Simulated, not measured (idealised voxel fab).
process module | voxel gate over fins
It is cross-section cut that appears here, measuring 170 nm in width, its square cells being 5 nm in size.
Cross-section layout: square cells on a grid; listed as bands, top to bottom; a band spans one or more cell rows.
Heights first: top, then bottom, in nm. Then materials, left to right, each with a width in nm. "everywhere" on a single material: fills the band edge to edge. "air": empty space.
Height reference: 0 = level under which incoming wafer is all one material. Lowest band: no bottom, runs on downward, e.g. "0 down".
It should be noted that a width expressed as "30..40" varies in equal increments from row to row of cells within the band, taking the value of the first number at the top row and that of the second number at the bottom row.
"all unchanged" (step): cross-section cells unchanged, all of them.
The label "Closed internal voids" introduces a list of the empty spaces, 8 cells or larger, that have no open way up to the top; each entry in it reads width x height at distance, where the distance is taken from the left edge and all three are stated in nm.
Heads up: the bit after the settings on a step's line is the simulator's remark on that step.
A step's line can hold "overlay nm"; with a mask on that step, the setting says how far right of the planned place the mask lay, while a negative setting says it lay to the left.

Process steps (planned)
1) RECEIVE, material Si
2) CONFORMAL_DEP, material SiN, thk nm 5
3) DIRECTIONAL_DEP, material aC, thk nm 10
4) PATTERN, tone cover, mask id FINS, material resist, width nm 15, pitch nm 60, thk nm 25, overlay nm 0
5) DIRECTIONAL_ETCH, etch materials aC, depth nm 10
6) STRIP, etch materials resist
7) DIRECTIONAL_ETCH, etch materials SiN, depth nm 5
8) DIRECTIONAL_ETCH, etch materials Si, depth nm 30
9) STRIP, etch materials aC
10) OXIDIZE, depth nm 5
11) FILL_DEP, material SiO2, thk nm 5
12) CMP, height nm 5
13) DIRECTIONAL_DEP, material aC, thk nm 15
14) PATTERN, tone open, mask id RAIL, material resist, width nm 15, thk nm 30, overlay nm 0
15) DIRECTIONAL_ETCH, etch materials aC, depth nm 15
16) STRIP, etch materials resist
17) DIRECTIONAL_ETCH, etch materials SiO2, depth nm 30
18) STRIP, etch materials aC
19) CONFORMAL_DEP, material TiN, thk nm 5
20) FILL_DEP, material W, thk nm 10
21) CMP, height nm 5
22) SELECTIVE_ETCH, etch materials W Ru TiN, depth nm 25
23) FILL_DEP, material SiO2, thk nm 5
24) CMP, height nm 5
25) SELECTIVE_ETCH, etch materials SiO2, depth nm 20
26) STRIP, etch materials SiN
27) CONFORMAL_DEP, material HfO2, thk nm 5
28) CONFORMAL_DEP, material TiN, thk nm 5
29) FILL_DEP, material W, thk nm 10
30) CMP, height nm 15
31) CONFORMAL_DEP, material SiCN, thk nm 10

The first wafer of two, processed as planned

Incoming wafer, cross-sectional view, post step 1
    0 down  Si everywhere
    Closed internal voids: none

State of the wafer after step 2, shown in cross-section
    5 to 0  SiN everywhere
    Below 0, the layers are the same as they were.

State of the wafer after step 3, shown in cross-section
    15 to 5  aC everywhere
    Below 5, the layers are the same as they were.

State of the wafer after step 4, shown in cross-section
    40 to 15  air 15 nm; resist 15 nm; air 45 nm; resist 15 nm; air 45 nm; resist 15 nm; air 20 nm
    Below 15, the layers are the same as they were.

State of the wafer after step 5, shown in cross-section
    30 to 15  air 15 nm; resist 15 nm; air 45 nm; resist 15 nm; air 45 nm; resist 15 nm; air 20 nm
    15 to 5  air 15 nm; aC 15 nm; air 45 nm; aC 15 nm; air 45 nm; aC 15 nm; air 20 nm
    Below 5, the layers are the same as they were.

State of the wafer after step 6, shown in cross-section
    15 to 5  air 15 nm; aC 15 nm; air 45 nm; aC 15 nm; air 45 nm; aC 15 nm; air 20 nm
    Below 5, the layers are the same as they were.

State of the wafer after step 7, shown in cross-section
    15 to 5  air 15 nm; aC 15 nm; air 45 nm; aC 15 nm; air 45 nm; aC 15 nm; air 20 nm
    5 to 0  air 15 nm; SiN 15 nm; air 45 nm; SiN 15 nm; air 45 nm; SiN 15 nm; air 20 nm
    Below 0, the layers are the same as they were.

State of the wafer after step 8, shown in cross-section
    15 to 5  air 15 nm; aC 15 nm; air 45 nm; aC 15 nm; air 45 nm; aC 15 nm; air 20 nm
    5 to 0  air 15 nm; SiN 15 nm; air 45 nm; SiN 15 nm; air 45 nm; SiN 15 nm; air 20 nm
    0 to -30  air 15 nm; Si 15 nm; air 45 nm; Si 15 nm; air 45 nm; Si 15 nm; air 20 nm
    Below -30, the layers are the same as they were.

State of the wafer after step 9, shown in cross-section
    5 to 0  air 15 nm; SiN 15 nm; air 45 nm; SiN 15 nm; air 45 nm; SiN 15 nm; air 20 nm
    Below 0, the layers are the same as they were.

State of the wafer after step 10, shown in cross-section
    5 to 0  air 15 nm; SiN 15 nm; air 45 nm; SiN 15 nm; air 45 nm; SiN 15 nm; air 20 nm
    0 to -30  air 15 nm; SiO2 5 nm; Si 5 nm; SiO2 5 nm; air 45 nm; SiO2 5 nm; Si 5 nm; SiO2 5 nm; air 45 nm; SiO2 5 nm; Si 5 nm; SiO2 5 nm; air 20 nm
    -30 to -35  SiO2 20 nm; Si 5 nm; SiO2 55 nm; Si 5 nm; SiO2 55 nm; Si 5 nm; SiO2 25 nm
    Below -35, the layers are the same as they were.

State of the wafer after step 11, shown in cross-section
    10 to 5  SiO2 everywhere
    5 to 0  SiO2 15 nm; SiN 15 nm; SiO2 45 nm; SiN 15 nm; SiO2 45 nm; SiN 15 nm; SiO2 20 nm
    0 to -35  SiO2 20 nm; Si 5 nm; SiO2 55 nm; Si 5 nm; SiO2 55 nm; Si 5 nm; SiO2 25 nm
    Below -35, the layers are the same as they were.

State of the wafer after step 12, shown in cross-section
    5 to 0  SiO2 15 nm; SiN 15 nm; SiO2 45 nm; SiN 15 nm; SiO2 45 nm; SiN 15 nm; SiO2 20 nm
    Below 0, the layers are the same as they were.

State of the wafer after step 13, shown in cross-section
    20 to 5  aC everywhere
    Below 5, the layers are the same as they were.

State of the wafer after step 14, shown in cross-section
    50 to 20  resist 45 nm; air 15 nm; resist 110 nm
    Below 20, the layers are the same as they were.

State of the wafer after step 15, shown in cross-section
    35 to 20  resist 45 nm; air 15 nm; resist 110 nm
    20 to 5  aC 45 nm; air 15 nm; aC 110 nm
    Below 5, the layers are the same as they were.

State of the wafer after step 16, shown in cross-section
    20 to 5  aC 45 nm; air 15 nm; aC 110 nm
    Below 5, the layers are the same as they were.

State of the wafer after step 17, shown in cross-section
    20 to 5  aC 45 nm; air 15 nm; aC 110 nm
    5 to 0  SiO2 15 nm; SiN 15 nm; SiO2 15 nm; air 15 nm; SiO2 15 nm; SiN 15 nm; SiO2 45 nm; SiN 15 nm; SiO2 20 nm
    0 to -25  SiO2 20 nm; Si 5 nm; SiO2 20 nm; air 15 nm; SiO2 20 nm; Si 5 nm; SiO2 55 nm; Si 5 nm; SiO2 25 nm
    Below -25, the layers are the same as they were.

State of the wafer after step 18, shown in cross-section
    5 to 0  SiO2 15 nm; SiN 15 nm; SiO2 15 nm; air 15 nm; SiO2 15 nm; SiN 15 nm; SiO2 45 nm; SiN 15 nm; SiO2 20 nm
    Below 0, the layers are the same as they were.

State of the wafer after step 19, shown in cross-section
    10 to 5  TiN 50 nm; air 5 nm; TiN 115 nm
    5 to 0  SiO2 15 nm; SiN 15 nm; SiO2 15 nm; TiN 5 nm; air 5 nm; TiN 5 nm; SiO2 15 nm; SiN 15 nm; SiO2 45 nm; SiN 15 nm; SiO2 20 nm
    0 to -20  SiO2 20 nm; Si 5 nm; SiO2 20 nm; TiN 5 nm; air 5 nm; TiN 5 nm; SiO2 20 nm; Si 5 nm; SiO2 55 nm; Si 5 nm; SiO2 25 nm
    -20 to -25  SiO2 20 nm; Si 5 nm; SiO2 20 nm; TiN 15 nm; SiO2 20 nm; Si 5 nm; SiO2 55 nm; Si 5 nm; SiO2 25 nm
    Below -25, the layers are the same as they were.

State of the wafer after step 20, shown in cross-section
    20 to 10  W everywhere
    10 to 5  TiN 50 nm; W 5 nm; TiN 115 nm
    5 to 0  SiO2 15 nm; SiN 15 nm; SiO2 15 nm; TiN 5 nm; W 5 nm; TiN 5 nm; SiO2 15 nm; SiN 15 nm; SiO2 45 nm; SiN 15 nm; SiO2 20 nm
    0 to -20  SiO2 20 nm; Si 5 nm; SiO2 20 nm; TiN 5 nm; W 5 nm; TiN 5 nm; SiO2 20 nm; Si 5 nm; SiO2 55 nm; Si 5 nm; SiO2 25 nm
    Below -20, the layers are the same as they were.

State of the wafer after step 21, shown in cross-section
    5 to 0  SiO2 15 nm; SiN 15 nm; SiO2 15 nm; TiN 5 nm; W 5 nm; TiN 5 nm; SiO2 15 nm; SiN 15 nm; SiO2 45 nm; SiN 15 nm; SiO2 20 nm
    Below 0, the layers are the same as they were.

State of the wafer after step 22, shown in cross-section
    5 to 0  SiO2 15 nm; SiN 15 nm; SiO2 15 nm; air 15 nm; SiO2 15 nm; SiN 15 nm; SiO2 45 nm; SiN 15 nm; SiO2 20 nm
    0 to -20  SiO2 20 nm; Si 5 nm; SiO2 20 nm; air 15 nm; SiO2 20 nm; Si 5 nm; SiO2 55 nm; Si 5 nm; SiO2 25 nm
    Below -20, the layers are the same as they were.

State of the wafer after step 23, shown in cross-section
    10 to 5  SiO2 everywhere
    5 to 0  SiO2 15 nm; SiN 15 nm; SiO2 45 nm; SiN 15 nm; SiO2 45 nm; SiN 15 nm; SiO2 20 nm
    0 to -20  SiO2 20 nm; Si 5 nm; SiO2 55 nm; Si 5 nm; SiO2 55 nm; Si 5 nm; SiO2 25 nm
    Below -20, the layers are the same as they were.

State of the wafer after step 24, shown in cross-section
    5 to 0  SiO2 15 nm; SiN 15 nm; SiO2 45 nm; SiN 15 nm; SiO2 45 nm; SiN 15 nm; SiO2 20 nm
    Below 0, the layers are the same as they were.

State of the wafer after step 25, shown in cross-section
    5 to 0  air 15 nm; SiN 15 nm; air 45 nm; SiN 15 nm; air 45 nm; SiN 15 nm; air 20 nm
    0 to -15  air 20 nm; Si 5 nm; air 55 nm; Si 5 nm; air 55 nm; Si 5 nm; air 25 nm
    Below -15, the layers are the same as they were.

State of the wafer after step 26, shown in cross-section
    0 to -15  air 20 nm; Si 5 nm; air 55 nm; Si 5 nm; air 55 nm; Si 5 nm; air 25 nm
    Below -15, the layers are the same as they were.

State of the wafer after step 27, shown in cross-section
    5 to 0  air 15 nm; HfO2 15 nm; air 45 nm; HfO2 15 nm; air 45 nm; HfO2 15 nm; air 20 nm
    0 to -10  air 15 nm; HfO2 5 nm; Si 5 nm; HfO2 5 nm; air 45 nm; HfO2 5 nm; Si 5 nm; HfO2 5 nm; air 45 nm; HfO2 5 nm; Si 5 nm; HfO2 5 nm; air 20 nm
    -10 to -15  HfO2 20 nm; Si 5 nm; HfO2 55 nm; Si 5 nm; HfO2 55 nm; Si 5 nm; HfO2 25 nm
    Below -15, the layers are the same as they were.

State of the wafer after step 28, shown in cross-section
    10 to 5  air 10 nm; TiN 25 nm; air 35 nm; TiN 25 nm; air 35 nm; TiN 25 nm; air 15 nm
    5 to 0  air 10 nm; TiN 5 nm; HfO2 15 nm; TiN 5 nm; air 35 nm; TiN 5 nm; HfO2 15 nm; TiN 5 nm; air 35 nm; TiN 5 nm; HfO2 15 nm; TiN 5 nm; air 15 nm
    0 to -5  air 10 nm; TiN 5 nm; HfO2 5 nm; Si 5 nm; HfO2 5 nm; TiN 5 nm; air 35 nm; TiN 5 nm; HfO2 5 nm; Si 5 nm; HfO2 5 nm; TiN 5 nm; air 35 nm; TiN 5 nm; HfO2 5 nm; Si 5 nm; HfO2 5 nm; TiN 5 nm; air 15 nm
    -5 to -10  TiN 15 nm; HfO2 5 nm; Si 5 nm; HfO2 5 nm; TiN 45 nm; HfO2 5 nm; Si 5 nm; HfO2 5 nm; TiN 45 nm; HfO2 5 nm; Si 5 nm; HfO2 5 nm; TiN 20 nm
    Below -10, the layers are the same as they were.

State of the wafer after step 29, shown in cross-section
    20 to 10  W everywhere
    10 to 5  W 10 nm; TiN 25 nm; W 35 nm; TiN 25 nm; W 35 nm; TiN 25 nm; W 15 nm
    5 to 0  W 10 nm; TiN 5 nm; HfO2 15 nm; TiN 5 nm; W 35 nm; TiN 5 nm; HfO2 15 nm; TiN 5 nm; W 35 nm; TiN 5 nm; HfO2 15 nm; TiN 5 nm; W 15 nm
    0 to -5  W 10 nm; TiN 5 nm; HfO2 5 nm; Si 5 nm; HfO2 5 nm; TiN 5 nm; W 35 nm; TiN 5 nm; HfO2 5 nm; Si 5 nm; HfO2 5 nm; TiN 5 nm; W 35 nm; TiN 5 nm; HfO2 5 nm; Si 5 nm; HfO2 5 nm; TiN 5 nm; W 15 nm
    Below -5, the layers are the same as they were.

State of the wafer after step 30, shown in cross-section
    15 to 10  W everywhere
    Below 10, the layers are the same as they were.

State of the wafer after step 31, shown in cross-section
    25 to 15  SiCN everywhere
    Below 15, the layers are the same as they were.

Notes, second wafer: start = first wafer's, plan = first wafer's, execution had one mistake; history identical to first through step 7

Cross-section of the second wafer at the time step 8 of the plan should have ended
    15 to 5  air 15 nm; aC 15 nm; air 45 nm; aC 15 nm; air 45 nm; aC 15 nm; air 20 nm
    5 to 0  air 15 nm; SiN 15 nm; air 45 nm; SiN 15 nm; air 45 nm; SiN 15 nm; air 20 nm
    0 to -60  air 15 nm; Si 15 nm; air 45 nm; Si 15 nm; air 45 nm; Si 15 nm; air 20 nm
    Below -60, the layers are the same as they were.

Cross-section of the second wafer at the time step 9 of the plan should have ended
    5 to 0  air 15 nm; SiN 15 nm; air 45 nm; SiN 15 nm; air 45 nm; SiN 15 nm; air 20 nm
    Below 0, the layers are the same as they were.

Cross-section of the second wafer at the time step 10 of the plan should have ended
    5 to 0  air 15 nm; SiN 15 nm; air 45 nm; SiN 15 nm; air 45 nm; SiN 15 nm; air 20 nm
    0 to -60  air 15 nm; SiO2 5 nm; Si 5 nm; SiO2 5 nm; air 45 nm; SiO2 5 nm; Si 5 nm; SiO2 5 nm; air 45 nm; SiO2 5 nm; Si 5 nm; SiO2 5 nm; air 20 nm
    -60 to -65  SiO2 20 nm; Si 5 nm; SiO2 55 nm; Si 5 nm; SiO2 55 nm; Si 5 nm; SiO2 25 nm
    Below -65, the layers are the same as they were.

Cross-section of the second wafer at the time step 11 of the plan should have ended
    10 to 5  SiO2 everywhere
    5 to 0  SiO2 15 nm; SiN 15 nm; SiO2 45 nm; SiN 15 nm; SiO2 45 nm; SiN 15 nm; SiO2 20 nm
    0 to -65  SiO2 20 nm; Si 5 nm; SiO2 55 nm; Si 5 nm; SiO2 55 nm; Si 5 nm; SiO2 25 nm
    Below -65, the layers are the same as they were.

Cross-section of the second wafer at the time step 12 of the plan should have ended
    5 to 0  SiO2 15 nm; SiN 15 nm; SiO2 45 nm; SiN 15 nm; SiO2 45 nm; SiN 15 nm; SiO2 20 nm
    Below 0, the layers are the same as they were.

Cross-section of the second wafer at the time step 13 of the plan should have ended
    20 to 5  aC everywhere
    Below 5, the layers are the same as they were.

Cross-section of the second wafer at the time step 14 of the plan should have ended
    50 to 20  resist 45 nm; air 15 nm; resist 110 nm
    Below 20, the layers are the same as they were.

Cross-section of the second wafer at the time step 15 of the plan should have ended
    35 to 20  resist 45 nm; air 15 nm; resist 110 nm
    20 to 5  aC 45 nm; air 15 nm; aC 110 nm
    Below 5, the layers are the same as they were.

Cross-section of the second wafer at the time step 16 of the plan should have ended
    20 to 5  aC 45 nm; air 15 nm; aC 110 nm
    Below 5, the layers are the same as they were.

Cross-section of the second wafer at the time step 17 of the plan should have ended
    20 to 5  aC 45 nm; air 15 nm; aC 110 nm
    5 to 0  SiO2 15 nm; SiN 15 nm; SiO2 15 nm; air 15 nm; SiO2 15 nm; SiN 15 nm; SiO2 45 nm; SiN 15 nm; SiO2 20 nm
    0 to -25  SiO2 20 nm; Si 5 nm; SiO2 20 nm; air 15 nm; SiO2 20 nm; Si 5 nm; SiO2 55 nm; Si 5 nm; SiO2 25 nm
    Below -25, the layers are the same as they were.

Cross-section of the second wafer at the time step 18 of the plan should have ended
    5 to 0  SiO2 15 nm; SiN 15 nm; SiO2 15 nm; air 15 nm; SiO2 15 nm; SiN 15 nm; SiO2 45 nm; SiN 15 nm; SiO2 20 nm
    Below 0, the layers are the same as they were.

Cross-section of the second wafer at the time step 19 of the plan should have ended
    10 to 5  TiN 50 nm; air 5 nm; TiN 115 nm
    5 to 0  SiO2 15 nm; SiN 15 nm; SiO2 15 nm; TiN 5 nm; air 5 nm; TiN 5 nm; SiO2 15 nm; SiN 15 nm; SiO2 45 nm; SiN 15 nm; SiO2 20 nm
    0 to -20  SiO2 20 nm; Si 5 nm; SiO2 20 nm; TiN 5 nm; air 5 nm; TiN 5 nm; SiO2 20 nm; Si 5 nm; SiO2 55 nm; Si 5 nm; SiO2 25 nm
    -20 to -25  SiO2 20 nm; Si 5 nm; SiO2 20 nm; TiN 15 nm; SiO2 20 nm; Si 5 nm; SiO2 55 nm; Si 5 nm; SiO2 25 nm
    Below -25, the layers are the same as they were.

Cross-section of the second wafer at the time step 20 of the plan should have ended
    20 to 10  W everywhere
    10 to 5  TiN 50 nm; W 5 nm; TiN 115 nm
    5 to 0  SiO2 15 nm; SiN 15 nm; SiO2 15 nm; TiN 5 nm; W 5 nm; TiN 5 nm; SiO2 15 nm; SiN 15 nm; SiO2 45 nm; SiN 15 nm; SiO2 20 nm
    0 to -20  SiO2 20 nm; Si 5 nm; SiO2 20 nm; TiN 5 nm; W 5 nm; TiN 5 nm; SiO2 20 nm; Si 5 nm; SiO2 55 nm; Si 5 nm; SiO2 25 nm
    Below -20, the layers are the same as they were.

Cross-section of the second wafer at the time step 21 of the plan should have ended
    5 to 0  SiO2 15 nm; SiN 15 nm; SiO2 15 nm; TiN 5 nm; W 5 nm; TiN 5 nm; SiO2 15 nm; SiN 15 nm; SiO2 45 nm; SiN 15 nm; SiO2 20 nm
    Below 0, the layers are the same as they were.

Cross-section of the second wafer at the time step 22 of the plan should have ended
    5 to 0  SiO2 15 nm; SiN 15 nm; SiO2 15 nm; air 15 nm; SiO2 15 nm; SiN 15 nm; SiO2 45 nm; SiN 15 nm; SiO2 20 nm
    0 to -20  SiO2 20 nm; Si 5 nm; SiO2 20 nm; air 15 nm; SiO2 20 nm; Si 5 nm; SiO2 55 nm; Si 5 nm; SiO2 25 nm
    Below -20, the layers are the same as they were.

Cross-section of the second wafer at the time step 23 of the plan should have ended
    10 to 5  SiO2 everywhere
    5 to 0  SiO2 15 nm; SiN 15 nm; SiO2 45 nm; SiN 15 nm; SiO2 45 nm; SiN 15 nm; SiO2 20 nm
    0 to -20  SiO2 20 nm; Si 5 nm; SiO2 55 nm; Si 5 nm; SiO2 55 nm; Si 5 nm; SiO2 25 nm
    Below -20, the layers are the same as they were.

Cross-section of the second wafer at the time step 24 of the plan should have ended
    5 to 0  SiO2 15 nm; SiN 15 nm; SiO2 45 nm; SiN 15 nm; SiO2 45 nm; SiN 15 nm; SiO2 20 nm
    Below 0, the layers are the same as they were.

Cross-section of the second wafer at the time step 25 of the plan should have ended
    5 to 0  air 15 nm; SiN 15 nm; air 45 nm; SiN 15 nm; air 45 nm; SiN 15 nm; air 20 nm
    0 to -15  air 20 nm; Si 5 nm; air 55 nm; Si 5 nm; air 55 nm; Si 5 nm; air 25 nm
    Below -15, the layers are the same as they were.

Cross-section of the second wafer at the time step 26 of the plan should have ended
    0 to -15  air 20 nm; Si 5 nm; air 55 nm; Si 5 nm; air 55 nm; Si 5 nm; air 25 nm
    Below -15, the layers are the same as they were.

Cross-section of the second wafer at the time step 27 of the plan should have ended
    5 to 0  air 15 nm; HfO2 15 nm; air 45 nm; HfO2 15 nm; air 45 nm; HfO2 15 nm; air 20 nm
    0 to -10  air 15 nm; HfO2 5 nm; Si 5 nm; HfO2 5 nm; air 45 nm; HfO2 5 nm; Si 5 nm; HfO2 5 nm; air 45 nm; HfO2 5 nm; Si 5 nm; HfO2 5 nm; air 20 nm
    -10 to -15  HfO2 20 nm; Si 5 nm; HfO2 55 nm; Si 5 nm; HfO2 55 nm; Si 5 nm; HfO2 25 nm
    Below -15, the layers are the same as they were.

Cross-section of the second wafer at the time step 28 of the plan should have ended
    10 to 5  air 10 nm; TiN 25 nm; air 35 nm; TiN 25 nm; air 35 nm; TiN 25 nm; air 15 nm
    5 to 0  air 10 nm; TiN 5 nm; HfO2 15 nm; TiN 5 nm; air 35 nm; TiN 5 nm; HfO2 15 nm; TiN 5 nm; air 35 nm; TiN 5 nm; HfO2 15 nm; TiN 5 nm; air 15 nm
    0 to -5  air 10 nm; TiN 5 nm; HfO2 5 nm; Si 5 nm; HfO2 5 nm; TiN 5 nm; air 35 nm; TiN 5 nm; HfO2 5 nm; Si 5 nm; HfO2 5 nm; TiN 5 nm; air 35 nm; TiN 5 nm; HfO2 5 nm; Si 5 nm; HfO2 5 nm; TiN 5 nm; air 15 nm
    -5 to -10  TiN 15 nm; HfO2 5 nm; Si 5 nm; HfO2 5 nm; TiN 45 nm; HfO2 5 nm; Si 5 nm; HfO2 5 nm; TiN 45 nm; HfO2 5 nm; Si 5 nm; HfO2 5 nm; TiN 20 nm
    Below -10, the layers are the same as they were.

Cross-section of the second wafer at the time step 29 of the plan should have ended
    20 to 10  W everywhere
    10 to 5  W 10 nm; TiN 25 nm; W 35 nm; TiN 25 nm; W 35 nm; TiN 25 nm; W 15 nm
    5 to 0  W 10 nm; TiN 5 nm; HfO2 15 nm; TiN 5 nm; W 35 nm; TiN 5 nm; HfO2 15 nm; TiN 5 nm; W 35 nm; TiN 5 nm; HfO2 15 nm; TiN 5 nm; W 15 nm
    0 to -5  W 10 nm; TiN 5 nm; HfO2 5 nm; Si 5 nm; HfO2 5 nm; TiN 5 nm; W 35 nm; TiN 5 nm; HfO2 5 nm; Si 5 nm; HfO2 5 nm; TiN 5 nm; W 35 nm; TiN 5 nm; HfO2 5 nm; Si 5 nm; HfO2 5 nm; TiN 5 nm; W 15 nm
    Below -5, the layers are the same as they were.

Cross-section of the second wafer at the time step 30 of the plan should have ended
    15 to 10  W everywhere
    Below 10, the layers are the same as they were.

Cross-section of the second wafer at the time step 31 of the plan should have ended
    25 to 15  SiCN everywhere
    Below 15, the layers are the same as they were.
Finding, execution versus plan: step 8 of the plan was executed twice over
At the finish, the second wafer shows more or fewer cells for some materials than the first does: Si: 186 fewer, SiO2: 186 more
